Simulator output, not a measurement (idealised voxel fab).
Presented below is a process module, voxel ribs on slabs.
Square cells of 5 nm make up the cross-section cut, whose width is 300 nm.
In this document a cross-section is written as a grid of square cells. It is given as a series of bands, listed from the top down, and a band is one or more rows of cells. Heights first: top, then bottom, in nm. Then materials, left to right, each with a width in nm. "everywhere" on a single material: fills the band edge to edge. "empty": empty space. Zero point of the height axis is 0; under it, received wafer = one material. Lowest band: continues down indefinitely, "0 down". When a width is written as two numbers, as in "30->40", the first number is the width in the top row of cells of the band and the second is the width in its bottom row, and the width changes by the same amount from each row to the next. The designation "no alteration", where it is given for a processing step, indicates that no cell of the cross-section was altered in the course of that step. Closed-off voids of 8+ cells (no open route to the top) go in "Tabulated closed voids", written width x height at distance from the left edge, in nm. Anything after a step's settings on that line? It's the simulator's own note about the step. For masked steps, "overlay nm" on the step line gives how far right of plan the mask actually lay; a minus sign means it lay to the left.
## Below is the list of planned process steps
step 1: RECEIVE (material Si)
step 2: DIRECTIONAL_DEP (material SiO2; thk nm 30)
step 3: DIRECTIONAL_DEP (material polySi; thk nm 20)
step 4: MASKED_ETCH (tone cover; mask id RIB; width nm 20; etch materials polySi; depth nm 5; overlay nm 0)
step 5: DIRECTIONAL_DEP (material aC; thk nm 10)
step 6: PATTERN (tone cover; mask id SLAB; material resist; width nm 50; thk nm 30; overlay nm 0)
step 7: DIRECTIONAL_ETCH (etch materials aC; depth nm 10)
step 8: STRIP (etch materials resist)
step 9: DIRECTIONAL_ETCH (etch materials polySi; depth nm 15)
step 10: STRIP (etch materials aC)
step 11: FILL_DEP (material SiO2; thk nm 25)
step 12: CMP (height nm 70)
step 13: DIRECTIONAL_DEP (material TiN; thk nm 10)
step 14: PATTERN (tone cover; mask id HEATER; material resist; width nm 30; thk nm 15; overlay nm 0)
step 15: DIRECTIONAL_ETCH (etch materials TiN; depth nm 10)
step 16: STRIP (etch materials resist)
step 17: CONFORMAL_DEP (material SiO2; thk nm 5)
## Wafer at receipt (post step 1), cross-section
	0 down: Si everywhere
	Tabulated closed voids: none
## Cross-sectional result after module completion. Note: starting condition and plan are unchanged from above; one processing mistake was made
	85 to 80: 130 nm empty, then 45 nm SiO2, then 125 nm empty
	80 to 75: 130 nm empty, then 5 nm SiO2, then 35 nm TiN, then 5 nm SiO2, then 125 nm empty
	75 to 70: 135 nm SiO2, then 35 nm TiN, then 130 nm SiO2
	70 to 50: SiO2 everywhere
	50 to 45: 140 nm SiO2, then 20 nm polySi, then 140 nm SiO2
	45 to 30: 125 nm SiO2, then 50 nm polySi, then 125 nm SiO2
	30 to 0: SiO2 everywhere
	0 down: Si everywhere
	Tabulated closed voids: none
Which mistake was made when the wafer was run? contrary to plan, step 14 was performed as PATTERN (tone cover; mask id HEATER; material resist; width nm 35; thk nm 15; overlay nm 0)
